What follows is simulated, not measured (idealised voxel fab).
Module name: voxel transistor to metal (process module)
In the cross-section labelled cut, the width is 215 nm and each square cell is 5 nm.
Cross-section layout: square cells on a grid; listed as bands, top to bottom; a band spans one or more cell rows.
Heights first: top, then bottom, in nm. Then materials, left to right, each with a width in nm. "everywhere" on a single material: fills the band edge to edge. "blank": empty space.
It should be noted that heights are counted from 0, beneath which the wafer as supplied is of one material throughout, and that the lowest band possesses no lower boundary but continues downward, as written in "0 down".
Width: "30..40" (first number = top row, second number = bottom row, same change from row to row of cells).
No cell of the cross-section changed in a step that is given as "everything unchanged".
"Sealed internal cavities" specifies each empty space that is not open to the top and that occupies no fewer than 8 cells, using the form width x height at distance, the distance measured from the left edge and all three quantities in nm.
Heads up: the bit after the settings on a step's line is the simulator's remark on that step.
overlay nm, on a step with a mask: how far to the right of its planned place the mask lay; to the left if negative

plan
step 1: RECEIVE [material Si]
step 2: OXIDIZE [depth nm 5]
step 3: CONFORMAL_DEP [material SiN] [thk nm 10]
step 4: MASKED_ETCH [tone cover] [mask id ACTIVE] [width nm 125] [etch materials SiN] [depth nm 10] [overlay nm 0]
step 5: MASKED_ETCH [tone cover] [mask id ACTIVE] [width nm 125] [etch materials SiO2] [depth nm 5] [overlay nm -15]
step 6: MASKED_ETCH [tone cover] [mask id ACTIVE] [width nm 125] [etch materials Si] [depth nm 20] [overlay nm 0]
step 7: FILL_DEP [material SiO2] [thk nm 5]
step 8: CMP [height nm 10]
step 9: SELECTIVE_ETCH [etch materials SiO2] [depth nm 10]
step 10: STRIP [etch materials SiN]
step 11: SELECTIVE_ETCH [etch materials SiO2] [depth nm 5]
step 12: OXIDIZE [depth nm 5]
step 13: DIRECTIONAL_DEP [material polySi] [thk nm 20]
step 14: DIRECTIONAL_DEP [material SiCN] [thk nm 15]
step 15: DIRECTIONAL_DEP [material aC] [thk nm 15]
step 16: PATTERN [tone cover] [mask id GATE] [material resist] [width nm 35] [thk nm 35] [overlay nm 0]
step 17: DIRECTIONAL_ETCH [etch materials aC] [depth nm 15]
step 18: STRIP [etch materials resist]
step 19: DIRECTIONAL_ETCH [etch materials SiCN] [depth nm 25]
step 20: DIRECTIONAL_ETCH [etch materials polySi] [depth nm 30]
step 21: STRIP [etch materials aC]
step 22: CONFORMAL_DEP [material SiO2] [thk nm 5]
step 23: DIRECTIONAL_ETCH [etch materials SiO2] [depth nm 5]
step 24: CONFORMAL_DEP [material SiN] [thk nm 10]
step 25: DIRECTIONAL_ETCH [etch materials SiN] [depth nm 10]
step 26: DIRECTIONAL_ETCH [etch materials SiO2] [depth nm 5]
step 27: DIRECTIONAL_ETCH [etch materials Si] [depth nm 5]
step 28: EPI [material pSi] [thk nm 5]
step 29: FILL_DEP [material SiO2] [thk nm 10]
step 30: CMP [height nm 15]
step 31: STRIP [etch materials polySi]
step 32: SELECTIVE_ETCH [etch materials SiO2] [depth nm 5]
step 33: CONFORMAL_DEP [material HfO2] [thk nm 5]
step 34: CONFORMAL_DEP [material TiN] [thk nm 5]
step 35: FILL_DEP [material W] [thk nm 10]
step 36: CMP [height nm 10]
step 37: DIRECTIONAL_DEP [material SiO2] [thk nm 10]
step 38: PATTERN [tone open] [mask id CONTACT] [material resist] [width nm 20] [pitch nm 85] [thk nm 15] [overlay nm 0]
step 39: DIRECTIONAL_ETCH [etch materials SiO2] [depth nm 30]
step 40: STRIP [etch materials resist]
step 41: CONFORMAL_DEP [material TiN] [thk nm 5]
step 42: FILL_DEP [material Ru] [thk nm 5]
step 43: CMP [height nm 20]
step 44: DIRECTIONAL_DEP [material TiN] [thk nm 5]
step 45: DIRECTIONAL_DEP [material W] [thk nm 15]
step 46: DIRECTIONAL_DEP [material aC] [thk nm 15]
step 47: PATTERN [tone cover] [mask id METAL_1] [material resist] [width nm 20] [pitch nm 85] [thk nm 35] [overlay nm 0]
step 48: DIRECTIONAL_ETCH [etch materials aC] [depth nm 15]
step 49: STRIP [etch materials resist]
step 50: DIRECTIONAL_ETCH [etch materials W] [depth nm 15]
step 51: DIRECTIONAL_ETCH [etch materials TiN] [depth nm 5]
step 52: STRIP [etch materials aC]
step 53: FILL_DEP [material lowk] [thk nm 10]
step 54: CMP [height nm 40]
step 55: CONFORMAL_DEP [material SiCN] [thk nm 5]
Where the wafers of this document differ is in the overlay nm of step 5; they start out the same, and the plan states the value that applied to the first wafer.

Cross-sectional view of the first of several wafers in the as-received condition, corresponding to the state following step 1
	0 down = Si everywhere
	Sealed internal cavities: none

Cross-section after step 55, the final step of the module, for the first of several wafers
	45 to 40 = SiCN everywhere
	40 to 25 = lowk 55 nm; W 20 nm; lowk 65 nm; W 20 nm; lowk 55 nm
	25 to 20 = lowk 55 nm; TiN 20 nm; lowk 65 nm; TiN 20 nm; lowk 55 nm
	20 to 10 = SiO2 55 nm; TiN 5 nm; Ru 10 nm; TiN 5 nm; SiO2 65 nm; TiN 5 nm; Ru 10 nm; TiN 5 nm; SiO2 55 nm
	10 to 0 = SiO2 55 nm; TiN 5 nm; Ru 10 nm; TiN 5 nm; SiN 10 nm; HfO2 5 nm; TiN 5 nm; W 25 nm; TiN 5 nm; HfO2 5 nm; SiN 10 nm; TiN 5 nm; Ru 10 nm; TiN 5 nm; SiO2 55 nm
	0 to -5 = SiO2 55 nm; TiN 5 nm; Ru 5 nm; TiN 10 nm; SiN 10 nm; HfO2 5 nm; TiN 35 nm; HfO2 5 nm; SiN 10 nm; TiN 10 nm; Ru 5 nm; TiN 5 nm; SiO2 55 nm
	-5 to -10 = SiO2 55 nm; TiN 15 nm; pSi 5 nm; SiO2 10 nm; HfO2 45 nm; SiO2 10 nm; pSi 5 nm; TiN 15 nm; SiO2 55 nm
	-10 to -15 = SiO2 30 nm; pSi 45 nm; Si 65 nm; pSi 30 nm; SiO2 45 nm
	-15 to -25 = SiO2 30 nm; Si 140 nm; SiO2 45 nm
	-25 down = Si everywhere
	Sealed internal cavities: none

Cross-section at module completion, last wafer
	45 to 40 = SiCN everywhere
	40 to 25 = lowk 55 nm; W 20 nm; lowk 65 nm; W 20 nm; lowk 55 nm
	25 to 20 = lowk 55 nm; TiN 20 nm; lowk 65 nm; TiN 20 nm; lowk 55 nm
	20 to 10 = SiO2 55 nm; TiN 5 nm; Ru 10 nm; TiN 5 nm; SiO2 65 nm; TiN 5 nm; Ru 10 nm; TiN 5 nm; SiO2 55 nm
	10 to 0 = SiO2 55 nm; TiN 5 nm; Ru 10 nm; TiN 5 nm; SiN 10 nm; HfO2 5 nm; TiN 5 nm; W 25 nm; TiN 5 nm; HfO2 5 nm; SiN 10 nm; TiN 5 nm; Ru 10 nm; TiN 5 nm; SiO2 55 nm
	0 to -5 = SiO2 55 nm; TiN 5 nm; Ru 5 nm; TiN 10 nm; SiN 10 nm; HfO2 5 nm; TiN 35 nm; HfO2 5 nm; SiN 10 nm; TiN 10 nm; Ru 5 nm; TiN 5 nm; SiO2 55 nm
	-5 to -10 = SiO2 55 nm; TiN 15 nm; pSi 5 nm; SiO2 10 nm; HfO2 45 nm; SiO2 10 nm; pSi 5 nm; TiN 15 nm; SiO2 55 nm
	-10 to -15 = SiO2 45 nm; pSi 30 nm; Si 65 nm; pSi 45 nm; SiO2 30 nm
	-15 to -25 = SiO2 45 nm; Si 140 nm; SiO2 30 nm
	-25 down = Si everywhere
	Sealed internal cavities: none

Every row in this table is a wafer at the end of the module, and it gives, for each of the materials, the cells that wafer has gained (+) or lost (-) since it was received, then its closed voids
overlay nm -15, +15 HfO2, +18 Ru, -146 Si, +43 SiCN, +12 SiN, +207 SiO2, +47 TiN, +34 W, +140 lowk, +17 pSi, Sealed internal cavities: none
overlay nm -10, +15 HfO2, +18 Ru, -148 Si, +43 SiCN, +12 SiN, +210 SiO2, +47 TiN, +34 W, +140 lowk, +16 pSi, Sealed internal cavities: none
overlay nm -5, +15 HfO2, +18 Ru, -150 Si, +43 SiCN, +12 SiN, +213 SiO2, +47 TiN, +34 W, +140 lowk, +15 pSi, Sealed internal cavities: none
overlay nm 0, +15 HfO2, +18 Ru, -152 Si, +43 SiCN, +12 SiN, +216 SiO2, +47 TiN, +34 W, +140 lowk, +14 pSi, Sealed internal cavities: none
overlay nm 5, +15 HfO2, +18 Ru, -150 Si, +43 SiCN, +12 SiN, +213 SiO2, +47 TiN, +34 W, +140 lowk, +15 pSi, Sealed internal cavities: none
overlay nm 10, +15 HfO2, +18 Ru, -148 Si, +43 SiCN, +12 SiN, +210 SiO2, +47 TiN, +34 W, +140 lowk, +16 pSi, Sealed internal cavities: none
overlay nm 15, +15 HfO2, +18 Ru, -146 Si, +43 SiCN, +12 SiN, +207 SiO2, +47 TiN, +34 W, +140 lowk, +17 pSi, Sealed internal cavities: none
